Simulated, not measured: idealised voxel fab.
Process module heading - voxel released beams
The cross-section on display is named cut; it measures 275 nm wide, and its cells are 5 nm squares.
How to read a cross-section here: the picture is a grid of square cells, written as bands going from the top down, and any band can span one or more rows of cells. What a band's entry tells you: where the top is and where the bottom is, as heights in nm, and after that what lies inside, material by material from left to right, each with its width in nm. Empty space is written as the word "air", and a single material marked with the word "everywhere" occupies the band from edge to edge. Height reference: 0 = level under which incoming wafer is all one material. Lowest band: no bottom, runs on downward, e.g. "from 0 down". The two numbers in a width such as "30..40" mark its ends across the band: the first belongs to the top row of cells, the second to the bottom row, and from each row to the next the width moves by the same amount. Where a step carries "nothing was modified", the cross-section came out of it unchanged, cell for cell. Closed empty spaces (no open way to the top) of 8 cells or more are what "closed voids" lists, each as width x height at distance from the left edge, nm for all three. Post-settings text on a step line: simulator's own remark regarding the step. Among the settings permitted on a step's line is "overlay nm"; applied to a step with a mask, it specifies the extent to which the mask lay to the right of its planned position, whereas a negative figure signifies a position to the left.
The process steps that were planned are listed below:
1,RECEIVE, material Si
2,CONFORMAL_DEP, material SiN, thk nm 5
3,DIRECTIONAL_DEP, material SiO2, thk nm 15
4,DIRECTIONAL_DEP, material aC, thk nm 15
5,PATTERN, tone open, mask id ANCHOR, material resist, width nm 35, thk nm 35, overlay nm 0
6,DIRECTIONAL_ETCH, etch materials aC, depth nm 15
7,STRIP, etch materials resist
8,DIRECTIONAL_ETCH, etch materials SiO2, depth nm 15
9,STRIP, etch materials aC
10,CONFORMAL_DEP, material W, thk nm 15
11,MASKED_ETCH, tone cover, mask id BEAM, width nm 90, etch materials W, depth nm 15, overlay nm 0
12,STRIP, etch materials SiO2
Of two wafers, the first: run according to plan:
Cross-section of the incoming wafer, state after step 1:
from 0 down: Si everywhere
closed voids: none
State of the wafer after step 2, shown in cross-section:
from 5 to 0: SiN everywhere
Heights below 0 show no change.
State of the wafer after step 3, shown in cross-section:
from 20 to 5: SiO2 everywhere
Heights below 5 show no change.
State of the wafer after step 4, shown in cross-section:
from 35 to 20: aC everywhere
Heights below 20 show no change.
State of the wafer after step 5, shown in cross-section:
from 70 to 35: 95 resist / 35 air / 145 resist
Heights below 35 show no change.
State of the wafer after step 6, shown in cross-section:
from 55 to 35: 95 resist / 35 air / 145 resist
from 35 to 20: 95 aC / 35 air / 145 aC
Heights below 20 show no change.
State of the wafer after step 7, shown in cross-section:
from 35 to 20: 95 aC / 35 air / 145 aC
Heights below 20 show no change.
State of the wafer after step 8, shown in cross-section:
from 35 to 20: 95 aC / 35 air / 145 aC
from 20 to 5: 95 SiO2 / 35 air / 145 SiO2
Heights below 5 show no change.
State of the wafer after step 9, shown in cross-section:
from 20 to 5: 95 SiO2 / 35 air / 145 SiO2
Heights below 5 show no change.
State of the wafer after step 10, shown in cross-section:
from 35 to 20: 110 W / 5 air / 160 W
from 20 to 5: 95 SiO2 / 35 W / 145 SiO2
Heights below 5 show no change.
State of the wafer after step 11, shown in cross-section:
from 35 to 20: 90 air / 20 W / 5 air / 65 W / 95 air
Heights below 20 show no change.
State of the wafer after step 12, shown in cross-section:
from 35 to 20: 90 air / 20 W / 5 air / 65 W / 95 air
from 20 to 5: 95 air / 35 W / 145 air
Heights below 5 show no change.
Wafer two. Identical start, identical plan. One mistake in execution. Identical history through step 10:
Cross-sectional representation of the second wafer at the time designated in the plan for the completion of step 11:
from 35 to 20: 95 air / 15 W / 5 air / 60 W / 100 air
Heights below 20 show no change.
Cross-sectional representation of the second wafer at the time designated in the plan for the completion of step 12:
from 35 to 20: 95 air / 15 W / 5 air / 60 W / 100 air
from 20 to 5: 95 air / 35 W / 145 air
Heights below 5 show no change.
Here's what went sideways: in deviation from the planned setting, step 11 was conducted as MASKED_ETCH, tone cover, mask id BEAM, width nm 80, etch materials W, depth nm 15, overlay nm 0
Upon completion, the second wafer contains, in terms of cells, a greater or smaller amount of certain materials than the first wafer: W: 6 fewer
